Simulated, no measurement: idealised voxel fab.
Module name: voxel released beams (process module)
Xsec cut, 235 nm wide, square cell size 5 nm.
The cross-sections in this document take the form of a grid made of square cells. They are written out as bands, in order from top to bottom. Each band consists of one or more rows of cells. Top height, bottom height, nm. Materials left to right, width each, nm. Single material + "throughout" = fills band edge to edge. "air" = empty. Below 0: as-received wafer, all one material; heights counted from there. Lowest band: no bottom, goes on down, written "top 0, no bottom". The two numbers in a width such as "30..40" mark its ends across the band: the first belongs to the top row of cells, the second to the bottom row, and from each row to the next the width moves by the same amount. Step note "identical to before" = no cross-section cell changed. Entry "Sealed-off cavities" = empty spaces >= 8 cells with no open way to the top; each as width x height at distance, distance from left edge, all nm. If you see something after the settings on a step's line, that's the simulator's own remark about that step. The "overlay nm" setting may appear on a step's line; for a step that uses a mask, it gives how far to the right of its planned position the mask lay, and a negative value indicates the left. From here on the document is pairs. In a pair, the cross-section before one process step comes with the cross-section after it, and the latter goes no deeper than the lowest band that changed. What lies in between, the step and its settings, is written under the pair. A pair may be from a different run of this module on the same starting wafer than the pair above it, so it continues from that pair only where its entry headed "Pre-process state" says so.
-- Pre-process state
- top 0, no bottom | Si throughout
- Sealed-off cavities: none
-- Resulting Structure
- top 5, bottom 0 | Al2O3 throughout
- Everything below 0 is unchanged.
- Sealed-off cavities: none
Upper to lower cross-section via op CONFORMAL_DEP | material Al2O3 | thk nm 5
Pre-process state: as shown after the step in the preceding pair, directly above.
-- Resulting Structure
- top 15, bottom 5 | SiO2 throughout
- Everything below 5 is unchanged.
- Sealed-off cavities: none
Upper to lower cross-section via op DIRECTIONAL_DEP | material SiO2 | thk nm 10
Pre-process state: as shown after the step in the preceding pair, directly above.
-- Resulting Structure
- top 25, bottom 15 | aC throughout
- Everything below 15 is unchanged.
- Sealed-off cavities: none
Upper to lower cross-section via op DIRECTIONAL_DEP | material aC | thk nm 10
Pre-process state: as shown after the step in the preceding pair, directly above.
-- Resulting Structure
- top 55, bottom 25 | resist 60 nm; air 35 nm; resist 140 nm
- Everything below 25 is unchanged.
- Sealed-off cavities: none
Upper to lower cross-section via op PATTERN | tone open | mask id ANCHOR | material resist | width nm 35 | thk nm 30 | overlay nm 0
Pre-process state: as shown after the step in the preceding pair, directly above.
-- Resulting Structure
- top 45, bottom 25 | resist 60 nm; air 35 nm; resist 140 nm
- top 25, bottom 15 | aC 60 nm; air 35 nm; aC 140 nm
- Everything below 15 is unchanged.
- Sealed-off cavities: none
Upper to lower cross-section via op DIRECTIONAL_ETCH | etch materials aC | depth nm 10
Pre-process state: as shown after the step in the preceding pair, directly above.
-- Resulting Structure
- top 25, bottom 15 | aC 60 nm; air 35 nm; aC 140 nm
- Everything below 15 is unchanged.
- Sealed-off cavities: none
Upper to lower cross-section via op STRIP | etch materials resist
Pre-process state: as shown after the step in the preceding pair, directly above.
-- Resulting Structure
- top 25, bottom 15 | aC 60 nm; air 35 nm; aC 140 nm
- top 15, bottom 5 | SiO2 60 nm; air 35 nm; SiO2 140 nm
- Everything below 5 is unchanged.
- Sealed-off cavities: none
Upper to lower cross-section via op DIRECTIONAL_ETCH | etch materials SiO2 | depth nm 10
Pre-process state: as shown after the step in the preceding pair, directly above.
-- Resulting Structure
- top 15, bottom 5 | SiO2 60 nm; air 35 nm; SiO2 140 nm
- Everything below 5 is unchanged.
- Sealed-off cavities: none
Upper to lower cross-section via op STRIP | etch materials aC
Pre-process state: as shown after the step in the preceding pair, directly above.
-- Resulting Structure
- top 30, bottom 20 | SiN 75 nm; air 5 nm; SiN 155 nm
- top 20, bottom 15 | SiN throughout
- top 15, bottom 5 | SiO2 60 nm; SiN 35 nm; SiO2 140 nm
- Everything below 5 is unchanged.
- Sealed-off cavities: none
Upper to lower cross-section via op CONFORMAL_DEP | material SiN | thk nm 15
Pre-process state: as shown after the step in the preceding pair, directly above.
-- Resulting Structure
- top 45, bottom 30 | air 55 nm; resist 120 nm; air 60 nm
- top 30, bottom 20 | SiN 75 nm; resist 5 nm; SiN 155 nm
- Everything below 20 is unchanged.
- Sealed-off cavities: none
Upper to lower cross-section via op PATTERN | tone cover | mask id BEAM | material resist | width nm 120 | thk nm 15 | overlay nm 0
Pre-process state: as shown after the step in the preceding pair, directly above.
-- Resulting Structure
- top 45, bottom 30 | air 55 nm; resist 120 nm; air 60 nm
- top 30, bottom 20 | air 55 nm; SiN 20 nm; resist 5 nm; SiN 95 nm; air 60 nm
- top 20, bottom 15 | air 55 nm; SiN 120 nm; air 60 nm
- Everything below 15 is unchanged.
- Sealed-off cavities: none
Upper to lower cross-section via op DIRECTIONAL_ETCH | etch materials SiN | depth nm 15
Pre-process state: as shown after the step in the preceding pair, directly above.
-- Resulting Structure
- top 30, bottom 20 | air 55 nm; SiN 20 nm; air 5 nm; SiN 95 nm; air 60 nm
- Everything below 20 is unchanged.
- Sealed-off cavities: none
Upper to lower cross-section via op STRIP | etch materials resist
Pre-process state: as shown after the step in the preceding pair, directly above.
-- Resulting Structure
- top 30, bottom 20 | air 55 nm; SiN 20 nm; air 5 nm; SiN 95 nm; air 60 nm
- top 20, bottom 15 | air 55 nm; SiN 120 nm; air 60 nm
- top 15, bottom 5 | air 60 nm; SiN 35 nm; air 140 nm
- Everything below 5 is unchanged.
- Sealed-off cavities: none
Upper to lower cross-section via op STRIP | etch materials SiO2
-- Pre-process state
- top 0, no bottom | Si throughout
- Sealed-off cavities: none
-- Resulting Structure
- top 10, bottom 0 | SiO2 throughout
- Everything below 0 is unchanged.
- Sealed-off cavities: none
Upper to lower cross-section via op DIRECTIONAL_DEP | material SiO2 | thk nm 10
Pre-process state: as shown after the step in the preceding pair, directly above.
-- Resulting Structure
- top 20, bottom 10 | aC throughout
- Everything below 10 is unchanged.
- Sealed-off cavities: none
Upper to lower cross-section via op DIRECTIONAL_DEP | material aC | thk nm 10
Pre-process state: as shown after the step in the preceding pair, directly above.
-- Resulting Structure
- top 50, bottom 20 | resist 60 nm; air 35 nm; resist 140 nm
- Everything below 20 is unchanged.
- Sealed-off cavities: none
Upper to lower cross-section via op PATTERN | tone open | mask id ANCHOR | material resist | width nm 35 | thk nm 30 | overlay nm 0
Pre-process state: as shown after the step in the preceding pair, directly above.
-- Resulting Structure
- top 40, bottom 20 | resist 60 nm; air 35 nm; resist 140 nm
- top 20, bottom 10 | aC 60 nm; air 35 nm; aC 140 nm
- Everything below 10 is unchanged.
- Sealed-off cavities: none
Upper to lower cross-section via op DIRECTIONAL_ETCH | etch materials aC | depth nm 10
Pre-process state: as shown after the step in the preceding pair, directly above.
-- Resulting Structure
- top 20, bottom 10 | aC 60 nm; air 35 nm; aC 140 nm
- Everything below 10 is unchanged.
- Sealed-off cavities: none
Upper to lower cross-section via op STRIP | etch materials resist
Pre-process state: as shown after the step in the preceding pair, directly above.
-- Resulting Structure
- top 20, bottom 10 | aC 60 nm; air 35 nm; aC 140 nm
- top 10, bottom 0 | SiO2 60 nm; air 35 nm; SiO2 140 nm
- Everything below 0 is unchanged.
- Sealed-off cavities: none
Upper to lower cross-section via op DIRECTIONAL_ETCH | etch materials SiO2 | depth nm 10
Pre-process state: as shown after the step in the preceding pair, directly above.
-- Resulting Structure
- top 10, bottom 0 | SiO2 60 nm; air 35 nm; SiO2 140 nm
- Everything below 0 is unchanged.
- Sealed-off cavities: none
Upper to lower cross-section via op STRIP | etch materials aC
Pre-process state: as shown after the step in the preceding pair, directly above.
-- Resulting Structure
- top 25, bottom 15 | SiN 75 nm; air 5 nm; SiN 155 nm
- top 15, bottom 10 | SiN throughout
- top 10, bottom 0 | SiO2 60 nm; SiN 35 nm; SiO2 140 nm
- Everything below 0 is unchanged.
- Sealed-off cavities: none
Upper to lower cross-section via op CONFORMAL_DEP | material SiN | thk nm 15
Pre-process state: as shown after the step in the preceding pair, directly above.
-- Resulting Structure
- top 40, bottom 25 | air 55 nm; resist 120 nm; air 60 nm
- top 25, bottom 15 | SiN 75 nm; resist 5 nm; SiN 155 nm
- Everything below 15 is unchanged.
- Sealed-off cavities: none
Upper to lower cross-section via op PATTERN | tone cover | mask id BEAM | material resist | width nm 120 | thk nm 15 | overlay nm 0
Pre-process state: as shown after the step in the preceding pair, directly above.
-- Resulting Structure
- top 40, bottom 25 | air 55 nm; resist 120 nm; air 60 nm
- top 25, bottom 15 | air 55 nm; SiN 20 nm; resist 5 nm; SiN 95 nm; air 60 nm
- top 15, bottom 10 | air 55 nm; SiN 120 nm; air 60 nm
- Everything below 10 is unchanged.
- Sealed-off cavities: none
Upper to lower cross-section via op DIRECTIONAL_ETCH | etch materials SiN | depth nm 15
Pre-process state: as shown after the step in the preceding pair, directly above.
-- Resulting Structure
- top 25, bottom 15 | air 55 nm; SiN 20 nm; air 5 nm; SiN 95 nm; air 60 nm
- Everything below 15 is unchanged.
- Sealed-off cavities: none
Upper to lower cross-section via op STRIP | etch materials resist
Pre-process state: as shown after the step in the preceding pair, directly above.
-- Resulting Structure
- top 25, bottom 15 | air 55 nm; SiN 20 nm; air 5 nm; SiN 95 nm; air 60 nm
- top 15, bottom 10 | air 55 nm; SiN 120 nm; air 60 nm
- top 10, bottom 0 | air 60 nm; SiN 35 nm; air 140 nm
- Everything below 0 is unchanged.
- Sealed-off cavities: none
Upper to lower cross-section via op STRIP | etch materials SiO2
-- Pre-process state
- top 30, bottom 20 | SiN 75 nm; air 5 nm; SiN 155 nm
- top 20, bottom 15 | SiN throughout
- top 15, bottom 5 | SiO2 60 nm; SiN 35 nm; SiO2 140 nm
- top 5, bottom 0 | Al2O3 throughout
- top 0, no bottom | Si throughout
- Sealed-off cavities: none
-- Resulting Structure
- top 45, bottom 15 | SiN throughout
- Everything below 15 is unchanged.
- Sealed-off cavities: none
Upper to lower cross-section via op CONFORMAL_DEP | material SiN | thk nm 15
Pre-process state: as shown after the step in the preceding pair, directly above.
-- Resulting Structure
- top 60, bottom 45 | air 55 nm; resist 120 nm; air 60 nm
- Everything below 45 is unchanged.
- Sealed-off cavities: none
Upper to lower cross-section via op PATTERN | tone cover | mask id BEAM | material resist | width nm 120 | thk nm 15 | overlay nm 0
Pre-process state: as shown after the step in the preceding pair, directly above.
-- Resulting Structure
- top 60, bottom 45 | air 55 nm; resist 120 nm; air 60 nm
- top 45, bottom 30 | air 55 nm; SiN 120 nm; air 60 nm
- Everything below 30 is unchanged.
- Sealed-off cavities: none
Upper to lower cross-section via op DIRECTIONAL_ETCH | etch materials SiN | depth nm 15
Pre-process state: as shown after the step in the preceding pair, directly above.
-- Resulting Structure
- top 45, bottom 30 | air 55 nm; SiN 120 nm; air 60 nm
- Everything below 30 is unchanged.
- Sealed-off cavities: none
Upper to lower cross-section via op STRIP | etch materials resist
-- Pre-process state
- top 10, bottom 0 | SiO2 throughout
- top 0, no bottom | Si throughout
- Sealed-off cavities: none
-- Resulting Structure
- top 15, bottom 10 | Al2O3 throughout
- Everything below 10 is unchanged.
- Sealed-off cavities: none
Upper to lower cross-section via op CONFORMAL_DEP | material Al2O3 | thk nm 5
Pre-process state: as shown after the step in the preceding pair, directly above.
-- Resulting Structure
- top 25, bottom 15 | aC throughout
- Everything below 15 is unchanged.
- Sealed-off cavities: none
Upper to lower cross-section via op DIRECTIONAL_DEP | material aC | thk nm 10
Pre-process state: as shown after the step in the preceding pair, directly above.
-- Resulting Structure
- top 55, bottom 25 | resist 60 nm; air 35 nm; resist 140 nm
- Everything below 25 is unchanged.
- Sealed-off cavities: none
Upper to lower cross-section via op PATTERN | tone open | mask id ANCHOR | material resist | width nm 35 | thk nm 30 | overlay nm 0
Pre-process state: as shown after the step in the preceding pair, directly above.
-- Resulting Structure
- top 45, bottom 25 | resist 60 nm; air 35 nm; resist 140 nm
- top 25, bottom 15 | aC 60 nm; air 35 nm; aC 140 nm
- Everything below 15 is unchanged.
- Sealed-off cavities: none
Upper to lower cross-section via op DIRECTIONAL_ETCH | etch materials aC | depth nm 10
Pre-process state: as shown after the step in the preceding pair, directly above.
-- Resulting Structure
- top 25, bottom 15 | aC 60 nm; air 35 nm; aC 140 nm
- Everything below 15 is unchanged.
- Sealed-off cavities: none
Upper to lower cross-section via op STRIP | etch materials resist
Pre-process state: as shown after the step in the preceding pair, directly above.
-- Resulting Structure
- top 15, bottom 10 | Al2O3 throughout
- Everything below 10 is unchanged.
- Sealed-off cavities: none
Upper to lower cross-section via op STRIP | etch materials aC
Pre-process state: as shown after the step in the preceding pair, directly above.
-- Resulting Structure
- top 30, bottom 15 | SiN throughout
- Everything below 15 is unchanged.
- Sealed-off cavities: none
Upper to lower cross-section via op CONFORMAL_DEP | material SiN | thk nm 15
Pre-process state: as shown after the step in the preceding pair, directly above.
-- Resulting Structure
- top 45, bottom 30 | air 55 nm; resist 120 nm; air 60 nm
- Everything below 30 is unchanged.
- Sealed-off cavities: none
Upper to lower cross-section via op PATTERN | tone cover | mask id BEAM | material resist | width nm 120 | thk nm 15 | overlay nm 0
Pre-process state: as shown after the step in the preceding pair, directly above.
-- Resulting Structure
- top 45, bottom 30 | air 55 nm; resist 120 nm; air 60 nm
- top 30, bottom 15 | air 55 nm; SiN 120 nm; air 60 nm
- Everything below 15 is unchanged.
- Sealed-off cavities: none
Upper to lower cross-section via op DIRECTIONAL_ETCH | etch materials SiN | depth nm 15
Pre-process state: as shown after the step in the preceding pair, directly above.
-- Resulting Structure
- top 30, bottom 15 | air 55 nm; SiN 120 nm; air 60 nm
- Everything below 15 is unchanged.
- Sealed-off cavities: none
Upper to lower cross-section via op STRIP | etch materials resist
-- Pre-process state
- top 15, bottom 5 | SiO2 60 nm; air 35 nm; SiO2 140 nm
- top 5, bottom 0 | Al2O3 throughout
- top 0, no bottom | Si throughout
- Sealed-off cavities: none
-- Resulting Structure
- top 25, bottom 15 | SiN 70 nm; air 15 nm; SiN 150 nm
- top 15, bottom 5 | SiO2 60 nm; SiN 35 nm; SiO2 140 nm
- Everything below 5 is unchanged.
- Sealed-off cavities: none
Upper to lower cross-section via op CONFORMAL_DEP | material SiN | thk nm 10
Pre-process state: as shown after the step in the preceding pair, directly above.
-- Resulting Structure
- top 40, bottom 25 | air 55 nm; resist 120 nm; air 60 nm
- top 25, bottom 15 | SiN 70 nm; resist 15 nm; SiN 150 nm
- Everything below 15 is unchanged.
- Sealed-off cavities: none
Upper to lower cross-section via op PATTERN | tone cover | mask id BEAM | material resist | width nm 120 | thk nm 15 | overlay nm 0
Pre-process state: as shown after the step in the preceding pair, directly above.
-- Resulting Structure
- top 40, bottom 25 | air 55 nm; resist 120 nm; air 60 nm
- top 25, bottom 15 | air 55 nm; SiN 15 nm; resist 15 nm; SiN 90 nm; air 60 nm
- Everything below 15 is unchanged.
- Sealed-off cavities: none
Upper to lower cross-section via op DIRECTIONAL_ETCH | etch materials SiN | depth nm 15
Pre-process state: as shown after the step in the preceding pair, directly above.
-- Resulting Structure
- top 25, bottom 15 | air 55 nm; SiN 15 nm; air 15 nm; SiN 90 nm; air 60 nm
- Everything below 15 is unchanged.
- Sealed-off cavities: none
Upper to lower cross-section via op STRIP | etch materials resist
Pre-process state: as shown after the step in the preceding pair, directly above.
-- Resulting Structure
- top 25, bottom 15 | air 55 nm; SiN 15 nm; air 15 nm; SiN 90 nm; air 60 nm
- top 15, bottom 5 | air 60 nm; SiN 35 nm; air 140 nm
- Everything below 5 is unchanged.
- Sealed-off cavities: none
Upper to lower cross-section via op STRIP | etch materials SiO2
-- Pre-process state
- top 25, bottom 15 | aC throughout
- top 15, bottom 5 | SiO2 throughout
- top 5, bottom 0 | Al2O3 throughout
- top 0, no bottom | Si throughout
- Sealed-off cavities: none
-- Resulting Structure
- top 55, bottom 25 | resist 60 nm; air 40 nm; resist 135 nm
- Everything below 25 is unchanged.
- Sealed-off cavities: none
Upper to lower cross-section via op PATTERN | tone open | mask id ANCHOR | material resist | width nm 40 | thk nm 30 | overlay nm 0
Pre-process state: as shown after the step in the preceding pair, directly above.
-- Resulting Structure
- top 45, bottom 25 | resist 60 nm; air 40 nm; resist 135 nm
- top 25, bottom 15 | aC 60 nm; air 40 nm; aC 135 nm
- Everything below 15 is unchanged.
- Sealed-off cavities: none
Upper to lower cross-section via op DIRECTIONAL_ETCH | etch materials aC | depth nm 10
Pre-process state: as shown after the step in the preceding pair, directly above.
-- Resulting Structure
- top 25, bottom 15 | aC 60 nm; air 40 nm; aC 135 nm
- Everything below 15 is unchanged.
- Sealed-off cavities: none
Upper to lower cross-section via op STRIP | etch materials resist
Pre-process state: as shown after the step in the preceding pair, directly above.
-- Resulting Structure
- top 25, bottom 15 | aC 60 nm; air 40 nm; aC 135 nm
- top 15, bottom 5 | SiO2 60 nm; air 40 nm; SiO2 135 nm
- Everything below 5 is unchanged.
- Sealed-off cavities: none
Upper to lower cross-section via op DIRECTIONAL_ETCH | etch materials SiO2 | depth nm 10
Pre-process state: as shown after the step in the preceding pair, directly above.
-- Resulting Structure
- top 15, bottom 5 | SiO2 60 nm; air 40 nm; SiO2 135 nm
- Everything below 5 is unchanged.
- Sealed-off cavities: none
Upper to lower cross-section via op STRIP | etch materials aC
Pre-process state: as shown after the step in the preceding pair, directly above.
-- Resulting Structure
- top 30, bottom 20 | SiN 75 nm; air 10 nm; SiN 150 nm
- top 20, bottom 15 | SiN throughout
- top 15, bottom 5 | SiO2 60 nm; SiN 40 nm; SiO2 135 nm
- Everything below 5 is unchanged.
- Sealed-off cavities: none
Upper to lower cross-section via op CONFORMAL_DEP | material SiN | thk nm 15
Pre-process state: as shown after the step in the preceding pair, directly above.
-- Resulting Structure
- top 45, bottom 30 | air 55 nm; resist 120 nm; air 60 nm
- top 30, bottom 20 | SiN 75 nm; resist 10 nm; SiN 150 nm
- Everything below 20 is unchanged.
- Sealed-off cavities: none
Upper to lower cross-section via op PATTERN | tone cover | mask id BEAM | material resist | width nm 120 | thk nm 15 | overlay nm 0
Pre-process state: as shown after the step in the preceding pair, directly above.
-- Resulting Structure
- top 45, bottom 30 | air 55 nm; resist 120 nm; air 60 nm
- top 30, bottom 20 | air 55 nm; SiN 20 nm; resist 10 nm; SiN 90 nm; air 60 nm
- top 20, bottom 15 | air 55 nm; SiN 120 nm; air 60 nm
- Everything below 15 is unchanged.
- Sealed-off cavities: none
Upper to lower cross-section via op DIRECTIONAL_ETCH | etch materials SiN | depth nm 15
Pre-process state: as shown after the step in the preceding pair, directly above.
-- Resulting Structure
- top 30, bottom 20 | air 55 nm; SiN 20 nm; air 10 nm; SiN 90 nm; air 60 nm
- Everything below 20 is unchanged.
- Sealed-off cavities: none
Upper to lower cross-section via op STRIP | etch materials resist
Pre-process state: as shown after the step in the preceding pair, directly above.
-- Resulting Structure
- top 30, bottom 20 | air 55 nm; SiN 20 nm; air 10 nm; SiN 90 nm; air 60 nm
- top 20, bottom 15 | air 55 nm; SiN 120 nm; air 60 nm
- top 15, bottom 5 | air 60 nm; SiN 40 nm; air 135 nm
- Everything below 5 is unchanged.
- Sealed-off cavities: none
Upper to lower cross-section via op STRIP | etch materials SiO2
-- Pre-process state
- top 30, bottom 20 | SiN 75 nm; air 5 nm; SiN 155 nm
- top 20, bottom 15 | SiN throughout
- top 15, bottom 5 | SiO2 60 nm; SiN 35 nm; SiO2 140 nm
- top 5, bottom 0 | Al2O3 throughout
- top 0, no bottom | Si throughout
- Sealed-off cavities: none
-- Resulting Structure
- top 45, bottom 30 | air 45 nm; resist 120 nm; air 70 nm
- top 30, bottom 20 | SiN 75 nm; resist 5 nm; SiN 155 nm
- Everything below 20 is unchanged.
- Sealed-off cavities: none
Upper to lower cross-section via op PATTERN | tone cover | mask id BEAM | material resist | width nm 120 | thk nm 15 | overlay nm -10
Pre-process state: as shown after the step in the preceding pair, directly above.
-- Resulting Structure
- top 45, bottom 30 | air 45 nm; resist 120 nm; air 70 nm
- top 30, bottom 20 | air 45 nm; SiN 30 nm; resist 5 nm; SiN 85 nm; air 70 nm
- top 20, bottom 15 | air 45 nm; SiN 120 nm; air 70 nm
- Everything below 15 is unchanged.
- Sealed-off cavities: none
Upper to lower cross-section via op DIRECTIONAL_ETCH | etch materials SiN | depth nm 15
Pre-process state: as shown after the step in the preceding pair, directly above.
-- Resulting Structure
- top 30, bottom 20 | air 45 nm; SiN 30 nm; air 5 nm; SiN 85 nm; air 70 nm
- Everything below 20 is unchanged.
- Sealed-off cavities: none
Upper to lower cross-section via op STRIP | etch materials resist
Pre-process state: as shown after the step in the preceding pair, directly above.
-- Resulting Structure
- top 30, bottom 20 | air 45 nm; SiN 30 nm; air 5 nm; SiN 85 nm; air 70 nm
- top 20, bottom 15 | air 45 nm; SiN 120 nm; air 70 nm
- top 15, bottom 5 | air 60 nm; SiN 35 nm; air 140 nm
- Everything below 5 is unchanged.
- Sealed-off cavities: none
Upper to lower cross-section via op STRIP | etch materials SiO2
-- Pre-process state
- top 0, no bottom | Si throughout
- Sealed-off cavities: none
-- Resulting Structure
- top 5, bottom 0 | SiN throughout
- Everything below 0 is unchanged.
- Sealed-off cavities: none
Upper to lower cross-section via op CONFORMAL_DEP | material SiN | thk nm 5
Pre-process state: as shown after the step in the preceding pair, directly above.
-- Resulting Structure
- top 15, bottom 5 | SiO2 throughout
- Everything below 5 is unchanged.
- Sealed-off cavities: none
Upper to lower cross-section via op DIRECTIONAL_DEP | material SiO2 | thk nm 10
Pre-process state: as shown after the step in the preceding pair, directly above.
-- Resulting Structure
- top 25, bottom 15 | aC throughout
- Everything below 15 is unchanged.
- Sealed-off cavities: none
Upper to lower cross-section via op DIRECTIONAL_DEP | material aC | thk nm 10
Pre-process state: as shown after the step in the preceding pair, directly above.
-- Resulting Structure
- top 55, bottom 25 | resist 60 nm; air 35 nm; resist 140 nm
- Everything below 25 is unchanged.
- Sealed-off cavities: none
Upper to lower cross-section via op PATTERN | tone open | mask id ANCHOR | material resist | width nm 35 | thk nm 30 | overlay nm 0
Pre-process state: as shown after the step in the preceding pair, directly above.
-- Resulting Structure
- top 45, bottom 25 | resist 60 nm; air 35 nm; resist 140 nm
- top 25, bottom 15 | aC 60 nm; air 35 nm; aC 140 nm
- Everything below 15 is unchanged.
- Sealed-off cavities: none
Upper to lower cross-section via op DIRECTIONAL_ETCH | etch materials aC | depth nm 10
Pre-process state: as shown after the step in the preceding pair, directly above.
-- Resulting Structure
- top 25, bottom 15 | aC 60 nm; air 35 nm; aC 140 nm
- Everything below 15 is unchanged.
- Sealed-off cavities: none
Upper to lower cross-section via op STRIP | etch materials resist
Pre-process state: as shown after the step in the preceding pair, directly above.
-- Resulting Structure
- top 25, bottom 15 | aC 60 nm; air 35 nm; aC 140 nm
- top 15, bottom 5 | SiO2 60 nm; air 35 nm; SiO2 140 nm
- Everything below 5 is unchanged.
- Sealed-off cavities: none
Upper to lower cross-section via op DIRECTIONAL_ETCH | etch materials SiO2 | depth nm 10
Pre-process state: as shown after the step in the preceding pair, directly above.
-- Resulting Structure
- top 15, bottom 5 | SiO2 60 nm; air 35 nm; SiO2 140 nm
- Everything below 5 is unchanged.
- Sealed-off cavities: none
Upper to lower cross-section via op STRIP | etch materials aC
Pre-process state: as shown after the step in the preceding pair, directly above.
-- Resulting Structure
- top 30, bottom 20 | SiN 75 nm; air 5 nm; SiN 155 nm
- top 20, bottom 15 | SiN throughout
- top 15, bottom 5 | SiO2 60 nm; SiN 35 nm; SiO2 140 nm
- Everything below 5 is unchanged.
- Sealed-off cavities: none
Upper to lower cross-section via op CONFORMAL_DEP | material SiN | thk nm 15
Pre-process state: as shown after the step in the preceding pair, directly above.
-- Resulting Structure
- top 45, bottom 30 | air 55 nm; resist 120 nm; air 60 nm
- top 30, bottom 20 | SiN 75 nm; resist 5 nm; SiN 155 nm
- Everything below 20 is unchanged.
- Sealed-off cavities: none
Upper to lower cross-section via op PATTERN | tone cover | mask id BEAM | material resist | width nm 120 | thk nm 15 | overlay nm 0
Pre-process state: as shown after the step in the preceding pair, directly above.
-- Resulting Structure
- top 45, bottom 30 | air 55 nm; resist 120 nm; air 60 nm
- top 30, bottom 20 | air 55 nm; SiN 20 nm; resist 5 nm; SiN 95 nm; air 60 nm
- top 20, bottom 15 | air 55 nm; SiN 120 nm; air 60 nm
- Everything below 15 is unchanged.
- Sealed-off cavities: none
Upper to lower cross-section via op DIRECTIONAL_ETCH | etch materials SiN | depth nm 15
Pre-process state: as shown after the step in the preceding pair, directly above.
-- Resulting Structure
- top 30, bottom 20 | air 55 nm; SiN 20 nm; air 5 nm; SiN 95 nm; air 60 nm
- Everything below 20 is unchanged.
- Sealed-off cavities: none
Upper to lower cross-section via op STRIP | etch materials resist
Pre-process state: as shown after the step in the preceding pair, directly above.
-- Resulting Structure
- top 30, bottom 20 | air 55 nm; SiN 20 nm; air 5 nm; SiN 95 nm; air 60 nm
- top 20, bottom 15 | air 55 nm; SiN 120 nm; air 60 nm
- top 15, bottom 5 | air 60 nm; SiN 35 nm; air 140 nm
- Everything below 5 is unchanged.
- Sealed-off cavities: none
Upper to lower cross-section via op STRIP | etch materials SiO2
-- Pre-process state
- top 25, bottom 15 | aC throughout
- top 15, bottom 5 | SiO2 throughout
- top 5, bottom 0 | Al2O3 throughout
- top 0, no bottom | Si throughout
- Sealed-off cavities: none
-- Resulting Structure
- top 55, bottom 25 | air 60 nm; resist 35 nm; air 140 nm
- Everything below 25 is unchanged.
- Sealed-off cavities: none
Upper to lower cross-section via op PATTERN | tone cover | mask id ANCHOR | material resist | width nm 35 | thk nm 30 | overlay nm 0
Pre-process state: as shown after the step in the preceding pair, directly above.
-- Resulting Structure
- top 45, bottom 25 | air 60 nm; resist 35 nm; air 140 nm
- top 25, bottom 15 | air 60 nm; aC 35 nm; air 140 nm
- Everything below 15 is unchanged.
- Sealed-off cavities: none
Upper to lower cross-section via op DIRECTIONAL_ETCH | etch materials aC | depth nm 10
Pre-process state: as shown after the step in the preceding pair, directly above.
-- Resulting Structure
- top 25, bottom 15 | air 60 nm; aC 35 nm; air 140 nm
- Everything below 15 is unchanged.
- Sealed-off cavities: none
Upper to lower cross-section via op STRIP | etch materials resist
Pre-process state: as shown after the step in the preceding pair, directly above.
-- Resulting Structure
- top 25, bottom 15 | air 60 nm; aC 35 nm; air 140 nm
- top 15, bottom 5 | air 60 nm; SiO2 35 nm; air 140 nm
- Everything below 5 is unchanged.
- Sealed-off cavities: none
Upper to lower cross-section via op DIRECTIONAL_ETCH | etch materials SiO2 | depth nm 10
Pre-process state: as shown after the step in the preceding pair, directly above.
-- Resulting Structure
- top 15, bottom 5 | air 60 nm; SiO2 35 nm; air 140 nm
- Everything below 5 is unchanged.
- Sealed-off cavities: none
Upper to lower cross-section via op STRIP | etch materials aC
Pre-process state: as shown after the step in the preceding pair, directly above.
-- Resulting Structure
- top 30, bottom 20 | air 45 nm; SiN 65 nm; air 125 nm
- top 20, bottom 15 | SiN throughout
- top 15, bottom 5 | SiN 60 nm; SiO2 35 nm; SiN 140 nm
- Everything below 5 is unchanged.
- Sealed-off cavities: none
Upper to lower cross-section via op CONFORMAL_DEP | material SiN | thk nm 15
Pre-process state: as shown after the step in the preceding pair, directly above.
-- Resulting Structure
- top 45, bottom 30 | air 55 nm; resist 120 nm; air 60 nm
- top 30, bottom 20 | air 45 nm; SiN 65 nm; resist 65 nm; air 60 nm
- Everything below 20 is unchanged.
- Sealed-off cavities: none
Upper to lower cross-section via op PATTERN | tone cover | mask id BEAM | material resist | width nm 120 | thk nm 15 | overlay nm 0
Pre-process state: as shown after the step in the preceding pair, directly above.
-- Resulting Structure
- top 45, bottom 30 | air 55 nm; resist 120 nm; air 60 nm
- top 30, bottom 20 | air 55 nm; SiN 55 nm; resist 65 nm; air 60 nm
- top 20, bottom 15 | air 55 nm; SiN 120 nm; air 60 nm
- top 15, bottom 5 | air 45 nm; SiN 15 nm; SiO2 35 nm; SiN 80 nm; air 60 nm
- Everything below 5 is unchanged.
- Sealed-off cavities: none
Upper to lower cross-section via op DIRECTIONAL_ETCH | etch materials SiN | depth nm 15
Pre-process state: as shown after the step in the preceding pair, directly above.
-- Resulting Structure
- top 30, bottom 20 | air 55 nm; SiN 55 nm; air 125 nm
- Everything below 20 is unchanged.
- Sealed-off cavities: none
Upper to lower cross-section via op STRIP | etch materials resist
